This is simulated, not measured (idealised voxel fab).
The following is a process module called voxel tone inversion.
It is cross-section cut that appears here, measuring 170 nm in width, its square cells being 5 nm in size.
The cross-sections in this document take the form of a grid made of square cells. They are written out as bands, in order from top to bottom. Each band consists of one or more rows of cells. Top, bottom (nm), then materials left to right with widths (nm); lone material tagged "full width" fills the whole band edge to edge; "empty" = empty space. Height datum 0, below which the as-received substrate wafer is one material. Lowest band open at the bottom, running downward: "0 down". Width spec "30 to 40" -> top row of cells at first value, bottom row at second value, equal per-row change in between. It should be understood that the words "no change occurred", when stated for a given step, signify that the cross-section underwent no change in any of its cells during that step. "Internal closed voids" enumerates empty spaces isolated from the top, with no open way to it, that contain at least 8 cells, giving each as width x height at distance from the left edge, all three in nm. That trailing text on a step's line, after the settings, is the simulator's own remark on the step. What "overlay nm" on a step's line means: if the step has a mask, that mask lay this far to the right of its planned place, or, when the value is negative, to the left.

PROCESS STEPS (PLANNED)
1. RECEIVE: material Si
2. CONFORMAL_DEP: material SiN, thk nm 5
3. DIRECTIONAL_DEP: material aC, thk nm 15
4. PATTERN: tone cover, mask id POSTS, material resist, width nm 20, pitch nm 40, thk nm 20, overlay nm 0
5. DIRECTIONAL_ETCH: etch materials aC, depth nm 15
6. STRIP: etch materials resist
7. FILL_DEP: material SiO2, thk nm 5
8. CMP: height nm 20
9. STRIP: etch materials aC

STEP 1 COMPLETE: CROSS-SECTION OF THE WAFER AS RECEIVED
> 0 down: Si full width
> Internal closed voids: none

ONE MISTAKE IN RUNNING THE MODULE, OTHERWISE START AND PLAN AS ABOVE: CROSS-SECTION AT THE END
> 20 to 5: empty=15, SiO2=20, empty=20, SiO2=20, empty=20, SiO2=20, empty=20, SiO2=20, empty=15
> 5 to 0: SiN full width
> 0 down: Si full width
> Internal closed voids: none
Here's what went sideways: it should be noted that step 4 was executed with settings other than those planned, the operation and settings actually applied being PATTERN: tone open, mask id POSTS, material resist, width nm 20, pitch nm 40, thk nm 20, overlay nm 0
